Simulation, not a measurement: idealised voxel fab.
The process module presented herein is designated voxel tone inversion.
The cross-section shown here is cut; it is 285 nm wide and divided into square cells measuring 5 nm on a side.
This document writes a cross-section as a grid whose cells are square, and gives it as bands, listed from the top down; one or more rows of cells form a band. It is stipulated that each band's entry specify, in nanometres, the height of the top of the band and then that of its bottom, followed by the materials of the band in left-to-right sequence, each together with its width in nanometres. A single material marked by the word "edge to edge" is understood to fill the band from edge to edge; the word "air" is understood to denote empty space. Basically, 0 is our baseline, since under it the wafer straight out of the box is all one material. The bottom band has no lower end and keeps on going down, so it looks like "0 down". Note: "30..40" means the width goes from the first number (top row of the band) to the second number (bottom row) in equal steps per row of cells. When a step is marked "left unchanged", none of the cells in the cross-section changed during that step. Basically, "Closed void catalog" tells you about the enclosed voids: empty spaces with no open way to the top, 8 cells or bigger, each written width x height at distance, where distance is from the left edge, all in nm. after a step's settings: what the simulator itself notes on the step. On any step carrying a mask, the "overlay nm" setting, if present on the step's line, tells how far right of its planned place the mask lay; negative values point to the left.

Listed below are the process steps as planned:
1) RECEIVE (material Si)
2) CONFORMAL_DEP (material SiCN; thk nm 5)
3) DIRECTIONAL_DEP (material aC; thk nm 20)
4) PATTERN (tone cover; mask id POSTS; material resist; width nm 25; pitch nm 50; thk nm 30; overlay nm 0)
5) DIRECTIONAL_ETCH (etch materials aC; depth nm 20)
6) STRIP (etch materials resist)
7) FILL_DEP (material lowk; thk nm 10)
8) CMP (height nm 25)
9) STRIP (etch materials aC)
10) CONFORMAL_DEP (material TiN; thk nm 5)
11) FILL_DEP (material Ru; thk nm 10)
12) CMP (height nm 25)
13) CONFORMAL_DEP (material SiCN; thk nm 5)

as received, after step 1:
> 0 down = Si edge to edge
> Closed void catalog: none

Sectioned view, first of two wafers, at the close of the module, processed as intended in the plan:
> 30 to 25 = SiCN edge to edge
> 25 to 10 = lowk 80, then TiN 5, then Ru 15, then TiN 5, then lowk 25, then TiN 5, then Ru 15, then TiN 5, then lowk 25, then TiN 5, then Ru 15, then TiN 5, then lowk 80
> 10 to 5 = lowk 80, then TiN 25, then lowk 25, then TiN 25, then lowk 25, then TiN 25, then lowk 80
> 5 to 0 = SiCN edge to edge
> 0 down = Si edge to edge
> Closed void catalog: none

End-of-module cross-section of the second wafer: identical starting point and process plan to the first, with one processing mistake:
> 30 to 25 = SiCN edge to edge
> 25 to 10 = Ru 75, then TiN 5, then lowk 25, then TiN 5, then Ru 15, then TiN 5, then lowk 25, then TiN 5, then Ru 15, then TiN 5, then lowk 25, then TiN 5, then Ru 75
> 10 to 5 = TiN 80, then lowk 25, then TiN 25, then lowk 25, then TiN 25, then lowk 25, then TiN 80
> 5 to 0 = SiCN edge to edge
> 0 down = Si edge to edge
> Closed void catalog: none
Here's what went sideways: step 4 was processed under conditions differing from the plan, specifically as PATTERN (tone open; mask id POSTS; material resist; width nm 25; pitch nm 50; thk nm 30; overlay nm 0)
Wrapping up, a cell-based count of both wafers puts the second over or under the first for these materials: Ru +81 | TiN +27 | lowk -108
